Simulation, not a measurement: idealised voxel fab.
process module | voxel tone inversion
cross-section cut | 285 nm wide | cells 5 nm
A cross-section is a grid of square cells, given in bands from the top down. A band is one or more rows of cells.
Each band's line starts with the height of the band's top and of its bottom, in nm. Then come its materials from left to right, each with its width in nm. One material with "throughout" fills the band from edge to edge. "air" is empty space.
Height 0 is the level under which the wafer as received is all one material. The lowest band goes on downwards, as in "0 down".
A width such as "30 to 40" changes by the same amount from each row of cells to the next, from the band's top row to its bottom row.
"no change" after a step means that no cell of the cross-section changed.
closed voids: empty space of 8 cells or more with no open way to the top, each as width x height at its distance from the left edge, in nm
after a step's settings: what the simulator itself notes on the step
overlay nm, on a step with a mask: how far to the right of its planned place the mask lay; to the left if negative
plan
1 op RECEIVE | material Si
2 op CONFORMAL_DEP | material SiN | thk nm 5
3 op DIRECTIONAL_DEP | material aC | thk nm 20
4 op PATTERN | tone cover | mask id POSTS | material resist | width nm 15 | pitch nm 45 | thk nm 25 | overlay nm 0
5 op DIRECTIONAL_ETCH | etch materials aC | depth nm 20
6 op STRIP | etch materials resist
7 op FILL_DEP | material SiO2 | thk nm 10
8 op CMP | height nm 25
9 op STRIP | etch materials aC
10 op CONFORMAL_DEP | material TiN | thk nm 5
11 op FILL_DEP | material Ru | thk nm 5
12 op CMP | height nm 25
13 op CONFORMAL_DEP | material SiCN | thk nm 5
as received, after step 1
  0 down: Si throughout
  closed voids: none
a wafer at the end: this start, this plan, one mistake
  30 to 25: SiCN throughout
  25 to 10: SiO2 110 | TiN 5 | Ru 5 | TiN 5 | SiO2 30 | TiN 5 | Ru 5 | TiN 5 | SiO2 115
  10 to 5: SiO2 110 | TiN 15 | SiO2 30 | TiN 15 | SiO2 115
  5 to 0: SiCN throughout
  0 down: Si throughout
  closed voids: none
what went wrong: step 2 ran as: op CONFORMAL_DEP | material SiCN | thk nm 5
